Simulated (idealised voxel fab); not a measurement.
Name of the process module below: voxel quadruple lines
Shown is cross-section cut, with a width of 270 nm and square cells of size 5 nm.
Cross-section format: a grid of square cells, given as bands from top to bottom; each band is one or more rows of cells.
For a band, the entry starts with two heights in nm, that of the top and then that of the bottom, and carries on with the band's materials in order from left to right, each alongside its width in nm; the word "edge to edge" beside a single material means it fills the band edge to edge, and "empty" means empty space.
The reference from which all heights are counted is 0, the level beneath which the as-received wafer is entirely one material; the lowest band, having no lower bound, proceeds downward and is written after the example "0 and below".
Width spec "30..40" -> top row of cells at first value, bottom row at second value, equal per-row change in between.
"nothing changed", as given for a step, is the statement that not any cell of the cross-section underwent a change during that step.
Each empty space that has no open way to the top and spans at least 8 cells appears under "Enclosed cavities" as width x height at distance, the distance counted from the left edge, all in nm.
Past the settings on a step's line: simulator remark, on that step.
Each step line may optionally specify "overlay nm", which for a step with a mask gives the rightward distance between the mask's planned place and where it lay, a negative value indicating the leftward direction.

**List of planned process steps**
| 1 | RECEIVE | material Si |
| 2 | CONFORMAL_DEP | material SiO2 | thk nm 10 |
| 3 | DIRECTIONAL_DEP | material Ru | thk nm 10 |
| 4 | DIRECTIONAL_DEP | material polySi | thk nm 15 |
| 5 | DIRECTIONAL_DEP | material aC | thk nm 25 |
| 6 | PATTERN | tone cover | mask id MANDREL | material resist | width nm 30 | pitch nm 80 | thk nm 30 | overlay nm 0 |
| 7 | DIRECTIONAL_ETCH | etch materials aC | depth nm 25 |
| 8 | STRIP | etch materials resist |
| 9 | CONFORMAL_DEP | material SiO2 | thk nm 10 |
| 10 | DIRECTIONAL_ETCH | etch materials SiO2 | depth nm 10 |
| 11 | STRIP | etch materials aC |
| 12 | DIRECTIONAL_ETCH | etch materials polySi | depth nm 15 |
| 13 | STRIP | etch materials SiO2 |
| 14 | CONFORMAL_DEP | material SiCN | thk nm 10 |
| 15 | DIRECTIONAL_ETCH | etch materials SiCN | depth nm 10 |
| 16 | STRIP | etch materials polySi |
| 17 | DIRECTIONAL_ETCH | etch materials Ru | depth nm 10 |
| 18 | STRIP | etch materials SiCN |

**As-received state of the wafer in cross-section, equivalent to post-step 1**
	0 and below | Si edge to edge
	Enclosed cavities: none

**End-of-module cross-section of the first of two wafers, processed as planned**
	20 down to 10 | empty 60, Ru 10, empty 10, Ru 10, empty 10, Ru 10, empty 10, Ru 10, empty 10, Ru 10, empty 10, Ru 10, empty 10, Ru 10, empty 10, Ru 10, empty 60
	10 down to 0 | SiO2 edge to edge
	0 and below | Si edge to edge
	Enclosed cavities: none

**Second wafer of the two, sectioned at the end of the module. It began like the first and followed the same plan, but one mistake was made while running it**
	20 down to 10 | empty 65, Ru 10, empty 5, Ru 10, empty 10, Ru 10, empty 5, Ru 10, empty 20, Ru 10, empty 5, Ru 10, empty 10, Ru 10, empty 5, Ru 10, empty 65
	10 down to 0 | SiO2 edge to edge
	0 and below | Si edge to edge
	Enclosed cavities: none
Want to know what went wrong? step 9 was processed under conditions differing from the plan, specifically as CONFORMAL_DEP | material SiO2 | thk nm 5
at the end the second wafer has, in cells: as many of each material as the first, in other places
